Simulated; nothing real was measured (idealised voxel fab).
The process module that follows is named voxel tone inversion.
This is section cut - it's 260 nm across, gridded in 5 nm square cells.
If you're reading a cross-section in this doc, picture square cells in a grid; it comes to you as bands, top ones listed first down to the bottom, and a band can be one or more rows of cells.
Band: top and bottom heights (nm) first, top before bottom; then materials from left to right, widths in nm. "all across" marks a sole material filling the band edge to edge. "blank" denotes empty space.
The reference from which all heights are counted is 0, the level beneath which the as-received wafer is entirely one material; the lowest band, having no lower bound, proceeds downward and is written after the example "0 -> down".
So if you see something like "30..40" for the width, read it as the top row of the band sitting at the first number and the bottom row at the second, with every row in between moving by the same amount as the last.
It should be understood that the words "no modifications", when stated for a given step, signify that the cross-section underwent no change in any of its cells during that step.
Each empty space that has no open way to the top and spans at least 8 cells appears under "Tabulated closed voids" as width x height at distance, the distance counted from the left edge, all in nm.
Anything after a step's settings on that line? It's the simulator's own note about the step.
overlay nm: how far to the right of its planned place the mask lay on this masked step (negative: to the left).
### So here's the lineup of process steps we planned
| 1 | op RECEIVE | material Si |
| 2 | op CONFORMAL_DEP | material SiCN | thk nm 5 |
| 3 | op DIRECTIONAL_DEP | material polySi | thk nm 20 |
| 4 | op PATTERN | tone cover | mask id POSTS | material resist | width nm 20 | pitch nm 40 | thk nm 25 | overlay nm 0 |
| 5 | op DIRECTIONAL_ETCH | etch materials polySi | depth nm 20 |
| 6 | op STRIP | etch materials resist |
| 7 | op FILL_DEP | material lowk | thk nm 10 |
| 8 | op CMP | height nm 25 |
| 9 | op STRIP | etch materials polySi |
| 10 | op CONFORMAL_DEP | material TiN | thk nm 5 |
| 11 | op FILL_DEP | material W | thk nm 5 |
| 12 | op CMP | height nm 25 |
| 13 | op CONFORMAL_DEP | material SiN | thk nm 5 |
### As-received state of the wafer in cross-section, equivalent to post-step 1
> 0 -> down  Si all across
> Tabulated closed voids: none
### Cross-section at module end, one run error; start and plan unchanged from above
> 40 -> 25  SiN all across
> 25 -> 10  100 nm lowk, then 5 nm TiN, then 10 nm W, then 5 nm TiN, then 20 nm lowk, then 5 nm TiN, then 10 nm W, then 5 nm TiN, then 100 nm lowk
> 10 -> 5  100 nm lowk, then 20 nm TiN, then 20 nm lowk, then 20 nm TiN, then 100 nm lowk
> 5 -> 0  SiCN all across
> 0 -> down  Si all across
> Tabulated closed voids: none
Finding, execution versus plan: step 13 ran differently from the plan; actual operation with settings: op CONFORMAL_DEP | material SiN | thk nm 15
